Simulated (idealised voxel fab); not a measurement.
This is a process module. Its name is voxel self aligned contacts.
Cross-section cut spans 225 nm and uses square cells 5 nm in size.
Cross-section layout: square cells on a grid; listed as bands, top to bottom; a band spans one or more cell rows. Quick guide to a band line: top height, bottom height (nm) up front; then every material left to right with its width in nm. Only one material and it's marked "everywhere"? Then it fills the band edge to edge. And "blank" just means empty space. Heights are reckoned from 0. Under this level, the received wafer is all of one material. The bottommost band is open-ended downward, for example "0..down". Width "30..40": first value at the band's top row of cells, second value at its bottom row, equal change from row to row. Any step labelled "no change" changed none of the cells in the cross-section. Listed in "Sealed internal cavities": every empty space of 8 or more cells without an open way to the top. Form: width x height at distance, the distance being from the left edge, all in nm. Read whatever lies past the settings on a step's line as the simulator's own remark about the step. overlay nm: how far to the right of its planned place the mask lay on this masked step (negative: to the left).
**Intended process steps**
1. RECEIVE with material Si
2. OXIDIZE with depth nm 5
3. DIRECTIONAL_DEP with material polySi, thk nm 30
4. DIRECTIONAL_DEP with material SiN, thk nm 25
5. MASKED_ETCH with tone cover, mask id GATE, width nm 30, pitch nm 75, etch materials SiN, depth nm 25, overlay nm 0
6. MASKED_ETCH with tone cover, mask id GATE, width nm 30, pitch nm 75, etch materials polySi, depth nm 30, overlay nm 0
7. CONFORMAL_DEP with material SiN, thk nm 10
8. DIRECTIONAL_ETCH with etch materials SiN, depth nm 10
9. FILL_DEP with material SiO2, thk nm 10
10. CMP with height nm 60
11. PATTERN with tone open, mask id CONTACT, material resist, width nm 55, pitch nm 75, thk nm 15, overlay nm -15
12. DIRECTIONAL_ETCH with etch materials SiO2, depth nm 65
13. STRIP with etch materials resist
14. CONFORMAL_DEP with material TiN, thk nm 5
15. FILL_DEP with material Ru, thk nm 5
16. CMP with height nm 60
17. CONFORMAL_DEP with material SiCN, thk nm 5
The plan's step 11 overlay nm is the first wafer's value; the wafers differ in this setting and start identical.
**First wafer of several, as received: cross-section after step 1**
	0..down | Si everywhere
	Sealed internal cavities: none
**Cross-section of the first of several wafers, taken after step 17, where the module ends**
	65..60 | SiCN everywhere
	60..55 | SiO2=30 / TiN=35 / Ru=15 / TiN=5 / SiO2=20 / TiN=35 / Ru=15 / TiN=5 / SiO2=65
	55..30 | SiO2=10 / SiN=50 / TiN=5 / Ru=15 / TiN=5 / SiN=50 / TiN=5 / Ru=15 / TiN=5 / SiN=50 / SiO2=15
	30..0 | SiO2=10 / SiN=10 / polySi=30 / SiN=10 / TiN=5 / Ru=15 / TiN=5 / SiN=10 / polySi=30 / SiN=10 / TiN=5 / Ru=15 / TiN=5 / SiN=10 / polySi=30 / SiN=10 / SiO2=15
	0..-5 | SiO2=60 / TiN=25 / SiO2=50 / TiN=25 / SiO2=65
	-5..down | Si everywhere
	Sealed internal cavities: none
**last wafer at the end**
	65..60 | SiCN everywhere
	60..55 | SiO2=60 / TiN=5 / Ru=15 / TiN=35 / SiO2=20 / TiN=5 / Ru=15 / TiN=35 / SiO2=35
	55..30 | SiO2=10 / SiN=50 / TiN=5 / Ru=15 / TiN=5 / SiN=50 / TiN=5 / Ru=15 / TiN=5 / SiN=50 / SiO2=15
	30..0 | SiO2=10 / SiN=10 / polySi=30 / SiN=10 / TiN=5 / Ru=15 / TiN=5 / SiN=10 / polySi=30 / SiN=10 / TiN=5 / Ru=15 / TiN=5 / SiN=10 / polySi=30 / SiN=10 / SiO2=15
	0..-5 | SiO2=60 / TiN=25 / SiO2=50 / TiN=25 / SiO2=65
	-5..down | Si everywhere
	Sealed internal cavities: none
**Here is how to read the rows: every wafer has a row, and it shows the wafer at the end of the module, giving for each material how many cells were gained (+) or lost (-) since the wafer was received, then listing its closed voids**
overlay nm -15 | +72 Ru | -45 Si | +45 SiCN | +222 SiN | +113 SiO2 | +70 TiN | +108 polySi | Sealed internal cavities: none
overlay nm -10 | +72 Ru | -45 Si | +45 SiCN | +222 SiN | +113 SiO2 | +70 TiN | +108 polySi | Sealed internal cavities: none
overlay nm -5 | +72 Ru | -45 Si | +45 SiCN | +222 SiN | +113 SiO2 | +70 TiN | +108 polySi | Sealed internal cavities: none
overlay nm 0 | +72 Ru | -45 Si | +45 SiCN | +222 SiN | +113 SiO2 | +70 TiN | +108 polySi | Sealed internal cavities: none
overlay nm 5 | +72 Ru | -45 Si | +45 SiCN | +222 SiN | +113 SiO2 | +70 TiN | +108 polySi | Sealed internal cavities: none
overlay nm 10 | +72 Ru | -45 Si | +45 SiCN | +222 SiN | +113 SiO2 | +70 TiN | +108 polySi | Sealed internal cavities: none
overlay nm 15 | +72 Ru | -45 Si | +45 SiCN | +222 SiN | +113 SiO2 | +70 TiN | +108 polySi | Sealed internal cavities: none
